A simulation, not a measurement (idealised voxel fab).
Process module under the name voxel trench capacitor
Section shown: cut. Width: 190 nm. Cell size: 5 nm, square.
Throughout this document, each cross-section is represented as a grid of square cells and is presented as a sequence of bands enumerated from the top downward, where a band comprises one or more rows of cells. Band entry format. Leading values: height of top, height of bottom, nm. Remainder: materials in left-to-right order, each with its width in nm. Special words: "edge to edge" on a single material, which then fills the band edge to edge; "empty", empty space. We count height from 0. Below that, the starting wafer is all one material. The lowest band never ends at the bottom but goes on down; see "0 down" for how that is written. Graded width ("30 to 40"): value in top row of band = first number; value in bottom row = second number; row-to-row change constant. "left unchanged" means the step left every cell of the cross-section as it was. Fully sealed voids: empty space of 8 cells or more with no open way to the top, each as width x height at its distance from the left edge, in nm. Formally, on a step line, whatever follows the settings is a remark that the simulator itself makes on the step. Regarding "overlay nm": on a step with a mask, it is the distance the mask lay to the right of its planned place; a negative value places it to the left. The remainder of this document consists of a sequence of paired cross-sections. Each pair presents the cross-section prior to one process step together with the cross-section following it, the latter being rendered only as deep as the lowest band that underwent change. The intervening step, together with its settings, is stated beneath each pair. Because the pairs may originate from different runs of this module on the same starting wafer, a given pair is to be read as continuing from the preceding pair only where its entry headed "State before step" so indicates.
State before step
0 down = Si edge to edge
Fully sealed voids: none
Post-Process View
10 to 0 = SiN edge to edge
Lower than 0, everything is as it was.
Fully sealed voids: none
Process step bridging the above cross-sections: CONFORMAL_DEP with material SiN, thk nm 10
State before step: It is represented by the cross-section appearing after the step of the pair directly above.
Post-Process View
20 to 10 = aC edge to edge
Lower than 10, everything is as it was.
Fully sealed voids: none
Process step bridging the above cross-sections: DIRECTIONAL_DEP with material aC, thk nm 10
State before step: It is represented by the cross-section appearing after the step of the pair directly above.
Post-Process View
50 to 20 = resist (55) | empty (30) | resist (15) | empty (30) | resist (60)
Lower than 20, everything is as it was.
Fully sealed voids: none
Process step bridging the above cross-sections: PATTERN with tone open, mask id TRENCH, material resist, width nm 30, pitch nm 45, thk nm 30, overlay nm 0
State before step: It is represented by the cross-section appearing after the step of the pair directly above.
Post-Process View
40 to 20 = resist (55) | empty (30) | resist (15) | empty (30) | resist (60)
20 to 10 = aC (55) | empty (30) | aC (15) | empty (30) | aC (60)
Lower than 10, everything is as it was.
Fully sealed voids: none
Process step bridging the above cross-sections: DIRECTIONAL_ETCH with etch materials aC, depth nm 10
State before step: It is represented by the cross-section appearing after the step of the pair directly above.
Post-Process View
20 to 10 = aC (55) | empty (30) | aC (15) | empty (30) | aC (60)
Lower than 10, everything is as it was.
Fully sealed voids: none
Process step bridging the above cross-sections: STRIP with etch materials resist
State before step: It is represented by the cross-section appearing after the step of the pair directly above.
Post-Process View
20 to 10 = aC (55) | empty (30) | aC (15) | empty (30) | aC (60)
10 to 0 = SiN (55) | empty (30) | SiN (15) | empty (30) | SiN (60)
Lower than 0, everything is as it was.
Fully sealed voids: none
Process step bridging the above cross-sections: DIRECTIONAL_ETCH with etch materials SiN, depth nm 10
State before step: It is represented by the cross-section appearing after the step of the pair directly above.
Post-Process View
20 to 10 = aC (55) | empty (30) | aC (15) | empty (30) | aC (60)
10 to 0 = SiN (55) | empty (30) | SiN (15) | empty (30) | SiN (60)
0 to -35 = Si (55) | empty (30) | Si (15) | empty (30) | Si (60)
Lower than -35, everything is as it was.
Fully sealed voids: none
Process step bridging the above cross-sections: DIRECTIONAL_ETCH with etch materials Si, depth nm 35
State before step: It is represented by the cross-section appearing after the step of the pair directly above.
Post-Process View
10 to 0 = SiN (55) | empty (30) | SiN (15) | empty (30) | SiN (60)
Lower than 0, everything is as it was.
Fully sealed voids: none
Process step bridging the above cross-sections: STRIP with etch materials aC
State before step: It is represented by the cross-section appearing after the step of the pair directly above.
Post-Process View
15 to 10 = Al2O3 (60) | empty (20) | Al2O3 (25) | empty (20) | Al2O3 (65)
10 to 0 = SiN (55) | Al2O3 (5) | empty (20) | Al2O3 (5) | SiN (15) | Al2O3 (5) | empty (20) | Al2O3 (5) | SiN (60)
0 to -30 = Si (55) | Al2O3 (5) | empty (20) | Al2O3 (5) | Si (15) | Al2O3 (5) | empty (20) | Al2O3 (5) | Si (60)
-30 to -35 = Si (55) | Al2O3 (30) | Si (15) | Al2O3 (30) | Si (60)
Lower than -35, everything is as it was.
Fully sealed voids: none
Process step bridging the above cross-sections: CONFORMAL_DEP with material Al2O3, thk nm 5
State before step: It is represented by the cross-section appearing after the step of the pair directly above.
Post-Process View
20 to 15 = TiN (65) | empty (10) | TiN (35) | empty (10) | TiN (70)
15 to 10 = Al2O3 (60) | TiN (5) | empty (10) | TiN (5) | Al2O3 (25) | TiN (5) | empty (10) | TiN (5) | Al2O3 (65)
10 to 0 = SiN (55) | Al2O3 (5) | TiN (5) | empty (10) | TiN (5) | Al2O3 (5) | SiN (15) | Al2O3 (5) | TiN (5) | empty (10) | TiN (5) | Al2O3 (5) | SiN (60)
0 to -25 = Si (55) | Al2O3 (5) | TiN (5) | empty (10) | TiN (5) | Al2O3 (5) | Si (15) | Al2O3 (5) | TiN (5) | empty (10) | TiN (5) | Al2O3 (5) | Si (60)
-25 to -30 = Si (55) | Al2O3 (5) | TiN (20) | Al2O3 (5) | Si (15) | Al2O3 (5) | TiN (20) | Al2O3 (5) | Si (60)
Lower than -30, everything is as it was.
Fully sealed voids: none
Process step bridging the above cross-sections: CONFORMAL_DEP with material TiN, thk nm 5
State before step: It is represented by the cross-section appearing after the step of the pair directly above.
Post-Process View
25 to 20 = W edge to edge
20 to 15 = TiN (65) | W (10) | TiN (35) | W (10) | TiN (70)
15 to 10 = Al2O3 (60) | TiN (5) | W (10) | TiN (5) | Al2O3 (25) | TiN (5) | W (10) | TiN (5) | Al2O3 (65)
10 to 0 = SiN (55) | Al2O3 (5) | TiN (5) | W (10) | TiN (5) | Al2O3 (5) | SiN (15) | Al2O3 (5) | TiN (5) | W (10) | TiN (5) | Al2O3 (5) | SiN (60)
0 to -25 = Si (55) | Al2O3 (5) | TiN (5) | W (10) | TiN (5) | Al2O3 (5) | Si (15) | Al2O3 (5) | TiN (5) | W (10) | TiN (5) | Al2O3 (5) | Si (60)
Lower than -25, everything is as it was.
Fully sealed voids: none
Process step bridging the above cross-sections: FILL_DEP with material W, thk nm 5
State before step: It is represented by the cross-section appearing after the step of the pair directly above.
Post-Process View
10 to 0 = SiN (55) | Al2O3 (5) | TiN (5) | W (10) | TiN (5) | Al2O3 (5) | SiN (15) | Al2O3 (5) | TiN (5) | W (10) | TiN (5) | Al2O3 (5) | SiN (60)
Lower than 0, everything is as it was.
Fully sealed voids: none
Process step bridging the above cross-sections: CMP with height nm 10
State before step
20 to 10 = aC (55) | empty (30) | aC (15) | empty (30) | aC (60)
10 to 0 = SiN (55) | empty (30) | SiN (15) | empty (30) | SiN (60)
0 to -35 = Si (55) | empty (30) | Si (15) | empty (30) | Si (60)
-35 down = Si edge to edge
Fully sealed voids: none
Post-Process View
20 to 10 = aC (55) | empty (30) | aC (15) | empty (30) | aC (60)
10 to 0 = SiN (55) | empty (30) | SiN (15) | empty (30) | SiN (60)
0 to -70 = Si (55) | empty (30) | Si (15) | empty (30) | Si (60)
Lower than -70, everything is as it was.
Fully sealed voids: none
Process step bridging the above cross-sections: DIRECTIONAL_ETCH with etch materials Si, depth nm 35
State before step: It is represented by the cross-section appearing after the step of the pair directly above.
Post-Process View
10 to 0 = SiN (55) | empty (30) | SiN (15) | empty (30) | SiN (60)
Lower than 0, everything is as it was.
Fully sealed voids: none
Process step bridging the above cross-sections: STRIP with etch materials aC
State before step: It is represented by the cross-section appearing after the step of the pair directly above.
Post-Process View
15 to 10 = Al2O3 (60) | empty (20) | Al2O3 (25) | empty (20) | Al2O3 (65)
10 to 0 = SiN (55) | Al2O3 (5) | empty (20) | Al2O3 (5) | SiN (15) | Al2O3 (5) | empty (20) | Al2O3 (5) | SiN (60)
0 to -65 = Si (55) | Al2O3 (5) | empty (20) | Al2O3 (5) | Si (15) | Al2O3 (5) | empty (20) | Al2O3 (5) | Si (60)
-65 to -70 = Si (55) | Al2O3 (30) | Si (15) | Al2O3 (30) | Si (60)
Lower than -70, everything is as it was.
Fully sealed voids: none
Process step bridging the above cross-sections: CONFORMAL_DEP with material Al2O3, thk nm 5
State before step: It is represented by the cross-section appearing after the step of the pair directly above.
Post-Process View
20 to 15 = TiN (65) | empty (10) | TiN (35) | empty (10) | TiN (70)
15 to 10 = Al2O3 (60) | TiN (5) | empty (10) | TiN (5) | Al2O3 (25) | TiN (5) | empty (10) | TiN (5) | Al2O3 (65)
10 to 0 = SiN (55) | Al2O3 (5) | TiN (5) | empty (10) | TiN (5) | Al2O3 (5) | SiN (15) | Al2O3 (5) | TiN (5) | empty (10) | TiN (5) | Al2O3 (5) | SiN (60)
0 to -60 = Si (55) | Al2O3 (5) | TiN (5) | empty (10) | TiN (5) | Al2O3 (5) | Si (15) | Al2O3 (5) | TiN (5) | empty (10) | TiN (5) | Al2O3 (5) | Si (60)
-60 to -65 = Si (55) | Al2O3 (5) | TiN (20) | Al2O3 (5) | Si (15) | Al2O3 (5) | TiN (20) | Al2O3 (5) | Si (60)
Lower than -65, everything is as it was.
Fully sealed voids: none
Process step bridging the above cross-sections: CONFORMAL_DEP with material TiN, thk nm 5
State before step: It is represented by the cross-section appearing after the step of the pair directly above.
Post-Process View
25 to 20 = W edge to edge
20 to 15 = TiN (65) | W (10) | TiN (35) | W (10) | TiN (70)
15 to 10 = Al2O3 (60) | TiN (5) | W (10) | TiN (5) | Al2O3 (25) | TiN (5) | W (10) | TiN (5) | Al2O3 (65)
10 to 0 = SiN (55) | Al2O3 (5) | TiN (5) | W (10) | TiN (5) | Al2O3 (5) | SiN (15) | Al2O3 (5) | TiN (5) | W (10) | TiN (5) | Al2O3 (5) | SiN (60)
0 to -60 = Si (55) | Al2O3 (5) | TiN (5) | W (10) | TiN (5) | Al2O3 (5) | Si (15) | Al2O3 (5) | TiN (5) | W (10) | TiN (5) | Al2O3 (5) | Si (60)
Lower than -60, everything is as it was.
Fully sealed voids: none
Process step bridging the above cross-sections: FILL_DEP with material W, thk nm 5
State before step: It is represented by the cross-section appearing after the step of the pair directly above.
Post-Process View
10 to 0 = SiN (55) | Al2O3 (5) | TiN (5) | W (10) | TiN (5) | Al2O3 (5) | SiN (15) | Al2O3 (5) | TiN (5) | W (10) | TiN (5) | Al2O3 (5) | SiN (60)
Lower than 0, everything is as it was.
Fully sealed voids: none
Process step bridging the above cross-sections: CMP with height nm 10
State before step
10 to 0 = SiN (55) | empty (30) | SiN (15) | empty (30) | SiN (60)
0 to -35 = Si (55) | empty (30) | Si (15) | empty (30) | Si (60)
-35 down = Si edge to edge
Fully sealed voids: none
Post-Process View
15 to 10 = TiN (60) | empty (20) | TiN (25) | empty (20) | TiN (65)
10 to 0 = SiN (55) | TiN (5) | empty (20) | TiN (5) | SiN (15) | TiN (5) | empty (20) | TiN (5) | SiN (60)
0 to -30 = Si (55) | TiN (5) | empty (20) | TiN (5) | Si (15) | TiN (5) | empty (20) | TiN (5) | Si (60)
-30 to -35 = Si (55) | TiN (30) | Si (15) | TiN (30) | Si (60)
Lower than -35, everything is as it was.
Fully sealed voids: none
Process step bridging the above cross-sections: CONFORMAL_DEP with material TiN, thk nm 5
State before step: It is represented by the cross-section appearing after the step of the pair directly above.
Post-Process View
20 to 15 = Al2O3 (65) | empty (10) | Al2O3 (35) | empty (10) | Al2O3 (70)
15 to 10 = TiN (60) | Al2O3 (5) | empty (10) | Al2O3 (5) | TiN (25) | Al2O3 (5) | empty (10) | Al2O3 (5) | TiN (65)
10 to 0 = SiN (55) | TiN (5) | Al2O3 (5) | empty (10) | Al2O3 (5) | TiN (5) | SiN (15) | TiN (5) | Al2O3 (5) | empty (10) | Al2O3 (5) | TiN (5) | SiN (60)
0 to -25 = Si (55) | TiN (5) | Al2O3 (5) | empty (10) | Al2O3 (5) | TiN (5) | Si (15) | TiN (5) | Al2O3 (5) | empty (10) | Al2O3 (5) | TiN (5) | Si (60)
-25 to -30 = Si (55) | TiN (5) | Al2O3 (20) | TiN (5) | Si (15) | TiN (5) | Al2O3 (20) | TiN (5) | Si (60)
Lower than -30, everything is as it was.
Fully sealed voids: none
Process step bridging the above cross-sections: CONFORMAL_DEP with material Al2O3, thk nm 5
State before step: It is represented by the cross-section appearing after the step of the pair directly above.
Post-Process View
25 to 20 = W edge to edge
20 to 15 = Al2O3 (65) | W (10) | Al2O3 (35) | W (10) | Al2O3 (70)
15 to 10 = TiN (60) | Al2O3 (5) | W (10) | Al2O3 (5) | TiN (25) | Al2O3 (5) | W (10) | Al2O3 (5) | TiN (65)
10 to 0 = SiN (55) | TiN (5) | Al2O3 (5) | W (10) | Al2O3 (5) | TiN (5) | SiN (15) | TiN (5) | Al2O3 (5) | W (10) | Al2O3 (5) | TiN (5) | SiN (60)
0 to -25 = Si (55) | TiN (5) | Al2O3 (5) | W (10) | Al2O3 (5) | TiN (5) | Si (15) | TiN (5) | Al2O3 (5) | W (10) | Al2O3 (5) | TiN (5) | Si (60)
Lower than -25, everything is as it was.
Fully sealed voids: none
Process step bridging the above cross-sections: FILL_DEP with material W, thk nm 5
State before step: It is represented by the cross-section appearing after the step of the pair directly above.
Post-Process View
10 to 0 = SiN (55) | TiN (5) | Al2O3 (5) | W (10) | Al2O3 (5) | TiN (5) | SiN (15) | TiN (5) | Al2O3 (5) | W (10) | Al2O3 (5) | TiN (5) | SiN (60)
Lower than 0, everything is as it was.
Fully sealed voids: none
Process step bridging the above cross-sections: CMP with height nm 10
State before step
20 to 10 = aC (55) | empty (30) | aC (15) | empty (30) | aC (60)
10 to 0 = SiN (55) | empty (30) | SiN (15) | empty (30) | SiN (60)
0 down = Si edge to edge
Fully sealed voids: none
Post-Process View
20 to 10 = aC (55) | empty (30) | aC (15) | empty (30) | aC (60)
10 to 0 = SiN (55) | empty (30) | SiN (15) | empty (30) | SiN (60)
0 to -25 = Si (55) | empty (30) | Si (15) | empty (30) | Si (60)
Lower than -25, everything is as it was.
Fully sealed voids: none
Process step bridging the above cross-sections: DIRECTIONAL_ETCH with etch materials Si, depth nm 25
State before step: It is represented by the cross-section appearing after the step of the pair directly above.
Post-Process View
10 to 0 = SiN (55) | empty (30) | SiN (15) | empty (30) | SiN (60)
Lower than 0, everything is as it was.
Fully sealed voids: none
Process step bridging the above cross-sections: STRIP with etch materials aC
State before step: It is represented by the cross-section appearing after the step of the pair directly above.
Post-Process View
15 to 10 = Al2O3 (60) | empty (20) | Al2O3 (25) | empty (20) | Al2O3 (65)
10 to 0 = SiN (55) | Al2O3 (5) | empty (20) | Al2O3 (5) | SiN (15) | Al2O3 (5) | empty (20) | Al2O3 (5) | SiN (60)
0 to -20 = Si (55) | Al2O3 (5) | empty (20) | Al2O3 (5) | Si (15) | Al2O3 (5) | empty (20) | Al2O3 (5) | Si (60)
-20 to -25 = Si (55) | Al2O3 (30) | Si (15) | Al2O3 (30) | Si (60)
Lower than -25, everything is as it was.
Fully sealed voids: none
Process step bridging the above cross-sections: CONFORMAL_DEP with material Al2O3, thk nm 5
State before step: It is represented by the cross-section appearing after the step of the pair directly above.
Post-Process View
20 to 15 = TiN (65) | empty (10) | TiN (35) | empty (10) | TiN (70)
15 to 10 = Al2O3 (60) | TiN (5) | empty (10) | TiN (5) | Al2O3 (25) | TiN (5) | empty (10) | TiN (5) | Al2O3 (65)
10 to 0 = SiN (55) | Al2O3 (5) | TiN (5) | empty (10) | TiN (5) | Al2O3 (5) | SiN (15) | Al2O3 (5) | TiN (5) | empty (10) | TiN (5) | Al2O3 (5) | SiN (60)
0 to -15 = Si (55) | Al2O3 (5) | TiN (5) | empty (10) | TiN (5) | Al2O3 (5) | Si (15) | Al2O3 (5) | TiN (5) | empty (10) | TiN (5) | Al2O3 (5) | Si (60)
-15 to -20 = Si (55) | Al2O3 (5) | TiN (20) | Al2O3 (5) | Si (15) | Al2O3 (5) | TiN (20) | Al2O3 (5) | Si (60)
Lower than -20, everything is as it was.
Fully sealed voids: none
Process step bridging the above cross-sections: CONFORMAL_DEP with material TiN, thk nm 5
State before step: It is represented by the cross-section appearing after the step of the pair directly above.
Post-Process View
25 to 20 = W edge to edge
20 to 15 = TiN (65) | W (10) | TiN (35) | W (10) | TiN (70)
15 to 10 = Al2O3 (60) | TiN (5) | W (10) | TiN (5) | Al2O3 (25) | TiN (5) | W (10) | TiN (5) | Al2O3 (65)
10 to 0 = SiN (55) | Al2O3 (5) | TiN (5) | W (10) | TiN (5) | Al2O3 (5) | SiN (15) | Al2O3 (5) | TiN (5) | W (10) | TiN (5) | Al2O3 (5) | SiN (60)
0 to -15 = Si (55) | Al2O3 (5) | TiN (5) | W (10) | TiN (5) | Al2O3 (5) | Si (15) | Al2O3 (5) | TiN (5) | W (10) | TiN (5) | Al2O3 (5) | Si (60)
Lower than -15, everything is as it was.
Fully sealed voids: none
Process step bridging the above cross-sections: FILL_DEP with material W, thk nm 5
State before step: It is represented by the cross-section appearing after the step of the pair directly above.
Post-Process View
10 to 0 = SiN (55) | Al2O3 (5) | TiN (5) | W (10) | TiN (5) | Al2O3 (5) | SiN (15) | Al2O3 (5) | TiN (5) | W (10) | TiN (5) | Al2O3 (5) | SiN (60)
Lower than 0, everything is as it was.
Fully sealed voids: none
Process step bridging the above cross-sections: CMP with height nm 10
State before step
20 to 10 = aC edge to edge
10 to 0 = SiN edge to edge
0 down = Si edge to edge
Fully sealed voids: none
Post-Process View
50 to 20 = resist (60) | empty (25) | resist (20) | empty (25) | resist (60)
Lower than 20, everything is as it was.
Fully sealed voids: none
Process step bridging the above cross-sections: PATTERN with tone open, mask id TRENCH, material resist, width nm 25, pitch nm 45, thk nm 30, overlay nm 0
State before step: It is represented by the cross-section appearing after the step of the pair directly above.
Post-Process View
40 to 20 = resist (60) | empty (25) | resist (20) | empty (25) | resist (60)
20 to 10 = aC (60) | empty (25) | aC (20) | empty (25) | aC (60)
Lower than 10, everything is as it was.
Fully sealed voids: none
Process step bridging the above cross-sections: DIRECTIONAL_ETCH with etch materials aC, depth nm 10
State before step: It is represented by the cross-section appearing after the step of the pair directly above.
Post-Process View
20 to 10 = aC (60) | empty (25) | aC (20) | empty (25) | aC (60)
Lower than 10, everything is as it was.
Fully sealed voids: none
Process step bridging the above cross-sections: STRIP with etch materials resist
State before step: It is represented by the cross-section appearing after the step of the pair directly above.
Post-Process View
20 to 10 = aC (60) | empty (25) | aC (20) | empty (25) | aC (60)
10 to 0 = SiN (60) | empty (25) | SiN (20) | empty (25) | SiN (60)
Lower than 0, everything is as it was.
Fully sealed voids: none
Process step bridging the above cross-sections: DIRECTIONAL_ETCH with etch materials SiN, depth nm 10
State before step: It is represented by the cross-section appearing after the step of the pair directly above.
Post-Process View
20 to 10 = aC (60) | empty (25) | aC (20) | empty (25) | aC (60)
10 to 0 = SiN (60) | empty (25) | SiN (20) | empty (25) | SiN (60)
0 to -35 = Si (60) | empty (25) | Si (20) | empty (25) | Si (60)
Lower than -35, everything is as it was.
Fully sealed voids: none
Process step bridging the above cross-sections: DIRECTIONAL_ETCH with etch materials Si, depth nm 35
State before step: It is represented by the cross-section appearing after the step of the pair directly above.
Post-Process View
10 to 0 = SiN (60) | empty (25) | SiN (20) | empty (25) | SiN (60)
Lower than 0, everything is as it was.
Fully sealed voids: none
Process step bridging the above cross-sections: STRIP with etch materials aC
State before step: It is represented by the cross-section appearing after the step of the pair directly above.
Post-Process View
15 to 10 = Al2O3 (65) | empty (15) | Al2O3 (30) | empty (15) | Al2O3 (65)
10 to 0 = SiN (60) | Al2O3 (5) | empty (15) | Al2O3 (5) | SiN (20) | Al2O3 (5) | empty (15) | Al2O3 (5) | SiN (60)
0 to -30 = Si (60) | Al2O3 (5) | empty (15) | Al2O3 (5) | Si (20) | Al2O3 (5) | empty (15) | Al2O3 (5) | Si (60)
-30 to -35 = Si (60) | Al2O3 (25) | Si (20) | Al2O3 (25) | Si (60)
Lower than -35, everything is as it was.
Fully sealed voids: none
Process step bridging the above cross-sections: CONFORMAL_DEP with material Al2O3, thk nm 5
State before step: It is represented by the cross-section appearing after the step of the pair directly above.
Post-Process View
20 to 15 = TiN (70) | empty (5) | TiN (40) | empty (5) | TiN (70)
15 to 10 = Al2O3 (65) | TiN (5) | empty (5) | TiN (5) | Al2O3 (30) | TiN (5) | empty (5) | TiN (5) | Al2O3 (65)
10 to 0 = SiN (60) | Al2O3 (5) | TiN (5) | empty (5) | TiN (5) | Al2O3 (5) | SiN (20) | Al2O3 (5) | TiN (5) | empty (5) | TiN (5) | Al2O3 (5) | SiN (60)
0 to -25 = Si (60) | Al2O3 (5) | TiN (5) | empty (5) | TiN (5) | Al2O3 (5) | Si (20) | Al2O3 (5) | TiN (5) | empty (5) | TiN (5) | Al2O3 (5) | Si (60)
-25 to -30 = Si (60) | Al2O3 (5) | TiN (15) | Al2O3 (5) | Si (20) | Al2O3 (5) | TiN (15) | Al2O3 (5) | Si (60)
Lower than -30, everything is as it was.
Fully sealed voids: none
Process step bridging the above cross-sections: CONFORMAL_DEP with material TiN, thk nm 5
State before step: It is represented by the cross-section appearing after the step of the pair directly above.
Post-Process View
25 to 20 = W edge to edge
20 to 15 = TiN (70) | W (5) | TiN (40) | W (5) | TiN (70)
15 to 10 = Al2O3 (65) | TiN (5) | W (5) | TiN (5) | Al2O3 (30) | TiN (5) | W (5) | TiN (5) | Al2O3 (65)
10 to 0 = SiN (60) | Al2O3 (5) | TiN (5) | W (5) | TiN (5) | Al2O3 (5) | SiN (20) | Al2O3 (5) | TiN (5) | W (5) | TiN (5) | Al2O3 (5) | SiN (60)
0 to -25 = Si (60) | Al2O3 (5) | TiN (5) | W (5) | TiN (5) | Al2O3 (5) | Si (20) | Al2O3 (5) | TiN (5) | W (5) | TiN (5) | Al2O3 (5) | Si (60)
Lower than -25, everything is as it was.
Fully sealed voids: none
Process step bridging the above cross-sections: FILL_DEP with material W, thk nm 5
State before step: It is represented by the cross-section appearing after the step of the pair directly above.
Post-Process View
10 to 0 = SiN (60) | Al2O3 (5) | TiN (5) | W (5) | TiN (5) | Al2O3 (5) | SiN (20) | Al2O3 (5) | TiN (5) | W (5) | TiN (5) | Al2O3 (5) | SiN (60)
Lower than 0, everything is as it was.
Fully sealed voids: none
Process step bridging the above cross-sections: CMP with height nm 10
State before step
20 to 10 = aC edge to edge
10 to 0 = SiN edge to edge
0 down = Si edge to edge
Fully sealed voids: none
Post-Process View
50 to 20 = resist (60) | empty (30) | resist (15) | empty (30) | resist (55)
Lower than 20, everything is as it was.
Fully sealed voids: none
Process step bridging the above cross-sections: PATTERN with tone open, mask id TRENCH, material resist, width nm 30, pitch nm 45, thk nm 30, overlay nm 5
State before step: It is represented by the cross-section appearing after the step of the pair directly above.
Post-Process View
40 to 20 = resist (60) | empty (30) | resist (15) | empty (30) | resist (55)
20 to 10 = aC (60) | empty (30) | aC (15) | empty (30) | aC (55)
Lower than 10, everything is as it was.
Fully sealed voids: none
Process step bridging the above cross-sections: DIRECTIONAL_ETCH with etch materials aC, depth nm 10
State before step: It is represented by the cross-section appearing after the step of the pair directly above.
Post-Process View
20 to 10 = aC (60) | empty (30) | aC (15) | empty (30) | aC (55)
Lower than 10, everything is as it was.
Fully sealed voids: none
Process step bridging the above cross-sections: STRIP with etch materials resist
State before step: It is represented by the cross-section appearing after the step of the pair directly above.
Post-Process View
20 to 10 = aC (60) | empty (30) | aC (15) | empty (30) | aC (55)
10 to 0 = SiN (60) | empty (30) | SiN (15) | empty (30) | SiN (55)
Lower than 0, everything is as it was.
Fully sealed voids: none
Process step bridging the above cross-sections: DIRECTIONAL_ETCH with etch materials SiN, depth nm 10
State before step: It is represented by the cross-section appearing after the step of the pair directly above.
Post-Process View
20 to 10 = aC (60) | empty (30) | aC (15) | empty (30) | aC (55)
10 to 0 = SiN (60) | empty (30) | SiN (15) | empty (30) | SiN (55)
0 to -35 = Si (60) | empty (30) | Si (15) | empty (30) | Si (55)
Lower than -35, everything is as it was.
Fully sealed voids: none
Process step bridging the above cross-sections: DIRECTIONAL_ETCH with etch materials Si, depth nm 35
State before step: It is represented by the cross-section appearing after the step of the pair directly above.
Post-Process View
10 to 0 = SiN (60) | empty (30) | SiN (15) | empty (30) | SiN (55)
Lower than 0, everything is as it was.
Fully sealed voids: none
Process step bridging the above cross-sections: STRIP with etch materials aC
State before step: It is represented by the cross-section appearing after the step of the pair directly above.
Post-Process View
15 to 10 = Al2O3 (65) | empty (20) | Al2O3 (25) | empty (20) | Al2O3 (60)
10 to 0 = SiN (60) | Al2O3 (5) | empty (20) | Al2O3 (5) | SiN (15) | Al2O3 (5) | empty (20) | Al2O3 (5) | SiN (55)
0 to -30 = Si (60) | Al2O3 (5) | empty (20) | Al2O3 (5) | Si (15) | Al2O3 (5) | empty (20) | Al2O3 (5) | Si (55)
-30 to -35 = Si (60) | Al2O3 (30) | Si (15) | Al2O3 (30) | Si (55)
Lower than -35, everything is as it was.
Fully sealed voids: none
Process step bridging the above cross-sections: CONFORMAL_DEP with material Al2O3, thk nm 5
State before step: It is represented by the cross-section appearing after the step of the pair directly above.
Post-Process View
20 to 15 = TiN (70) | empty (10) | TiN (35) | empty (10) | TiN (65)
15 to 10 = Al2O3 (65) | TiN (5) | empty (10) | TiN (5) | Al2O3 (25) | TiN (5) | empty (10) | TiN (5) | Al2O3 (60)
10 to 0 = SiN (60) | Al2O3 (5) | TiN (5) | empty (10) | TiN (5) | Al2O3 (5) | SiN (15) | Al2O3 (5) | TiN (5) | empty (10) | TiN (5) | Al2O3 (5) | SiN (55)
0 to -25 = Si (60) | Al2O3 (5) | TiN (5) | empty (10) | TiN (5) | Al2O3 (5) | Si (15) | Al2O3 (5) | TiN (5) | empty (10) | TiN (5) | Al2O3 (5) | Si (55)
-25 to -30 = Si (60) | Al2O3 (5) | TiN (20) | Al2O3 (5) | Si (15) | Al2O3 (5) | TiN (20) | Al2O3 (5) | Si (55)
Lower than -30, everything is as it was.
Fully sealed voids: none
Process step bridging the above cross-sections: CONFORMAL_DEP with material TiN, thk nm 5
State before step: It is represented by the cross-section appearing after the step of the pair directly above.
Post-Process View
25 to 20 = W edge to edge
20 to 15 = TiN (70) | W (10) | TiN (35) | W (10) | TiN (65)
15 to 10 = Al2O3 (65) | TiN (5) | W (10) | TiN (5) | Al2O3 (25) | TiN (5) | W (10) | TiN (5) | Al2O3 (60)
10 to 0 = SiN (60) | Al2O3 (5) | TiN (5) | W (10) | TiN (5) | Al2O3 (5) | SiN (15) | Al2O3 (5) | TiN (5) | W (10) | TiN (5) | Al2O3 (5) | SiN (55)
0 to -25 = Si (60) | Al2O3 (5) | TiN (5) | W (10) | TiN (5) | Al2O3 (5) | Si (15) | Al2O3 (5) | TiN (5) | W (10) | TiN (5) | Al2O3 (5) | Si (55)
Lower than -25, everything is as it was.
Fully sealed voids: none
Process step bridging the above cross-sections: FILL_DEP with material W, thk nm 5
State before step: It is represented by the cross-section appearing after the step of the pair directly above.
Post-Process View
10 to 0 = SiN (60) | Al2O3 (5) | TiN (5) | W (10) | TiN (5) | Al2O3 (5) | SiN (15) | Al2O3 (5) | TiN (5) | W (10) | TiN (5) | Al2O3 (5) | SiN (55)
Lower than 0, everything is as it was.
Fully sealed voids: none
Process step bridging the above cross-sections: CMP with height nm 10
State before step
20 to 15 = TiN (65) | empty (10) | TiN (35) | empty (10) | TiN (70)
15 to 10 = Al2O3 (60) | TiN (5) | empty (10) | TiN (5) | Al2O3 (25) | TiN (5) | empty (10) | TiN (5) | Al2O3 (65)
10 to 0 = SiN (55) | Al2O3 (5) | TiN (5) | empty (10) | TiN (5) | Al2O3 (5) | SiN (15) | Al2O3 (5) | TiN (5) | empty (10) | TiN (5) | Al2O3 (5) | SiN (60)
0 to -25 = Si (55) | Al2O3 (5) | TiN (5) | empty (10) | TiN (5) | Al2O3 (5) | Si (15) | Al2O3 (5) | TiN (5) | empty (10) | TiN (5) | Al2O3 (5) | Si (60)
-25 to -30 = Si (55) | Al2O3 (5) | TiN (20) | Al2O3 (5) | Si (15) | Al2O3 (5) | TiN (20) | Al2O3 (5) | Si (60)
-30 to -35 = Si (55) | Al2O3 (30) | Si (15) | Al2O3 (30) | Si (60)
-35 down = Si edge to edge
Fully sealed voids: none
Post-Process View
25 to 20 = Al2O3 edge to edge
20 to 15 = TiN (65) | Al2O3 (10) | TiN (35) | Al2O3 (10) | TiN (70)
15 to 10 = Al2O3 (60) | TiN (5) | Al2O3 (10) | TiN (5) | Al2O3 (25) | TiN (5) | Al2O3 (10) | TiN (5) | Al2O3 (65)
10 to 0 = SiN (55) | Al2O3 (5) | TiN (5) | Al2O3 (10) | TiN (5) | Al2O3 (5) | SiN (15) | Al2O3 (5) | TiN (5) | Al2O3 (10) | TiN (5) | Al2O3 (5) | SiN (60)
0 to -25 = Si (55) | Al2O3 (5) | TiN (5) | Al2O3 (10) | TiN (5) | Al2O3 (5) | Si (15) | Al2O3 (5) | TiN (5) | Al2O3 (10) | TiN (5) | Al2O3 (5) | Si (60)
Lower than -25, everything is as it was.
Fully sealed voids: none
Process step bridging the above cross-sections: FILL_DEP with material Al2O3, thk nm 5
State before step: It is represented by the cross-section appearing after the step of the pair directly above.
Post-Process View
10 to 0 = SiN (55) | Al2O3 (5) | TiN (5) | Al2O3 (10) | TiN (5) | Al2O3 (5) | SiN (15) | Al2O3 (5) | TiN (5) | Al2O3 (10) | TiN (5) | Al2O3 (5) | SiN (60)
Lower than 0, everything is as it was.
Fully sealed voids: none
Process step bridging the above cross-sections: CMP with height nm 10
State before step
20 to 10 = aC edge to edge
10 to 0 = SiN edge to edge
0 down = Si edge to edge
Fully sealed voids: none
Post-Process View
50 to 20 = empty (55) | resist (30) | empty (15) | resist (30) | empty (60)
Lower than 20, everything is as it was.
Fully sealed voids: none
Process step bridging the above cross-sections: PATTERN with tone cover, mask id TRENCH, material resist, width nm 30, pitch nm 45, thk nm 30, overlay nm 0
State before step: It is represented by the cross-section appearing after the step of the pair directly above.
Post-Process View
40 to 20 = empty (55) | resist (30) | empty (15) | resist (30) | empty (60)
20 to 10 = empty (55) | aC (30) | empty (15) | aC (30) | empty (60)
Lower than 10, everything is as it was.
Fully sealed voids: none
Process step bridging the above cross-sections: DIRECTIONAL_ETCH with etch materials aC, depth nm 10
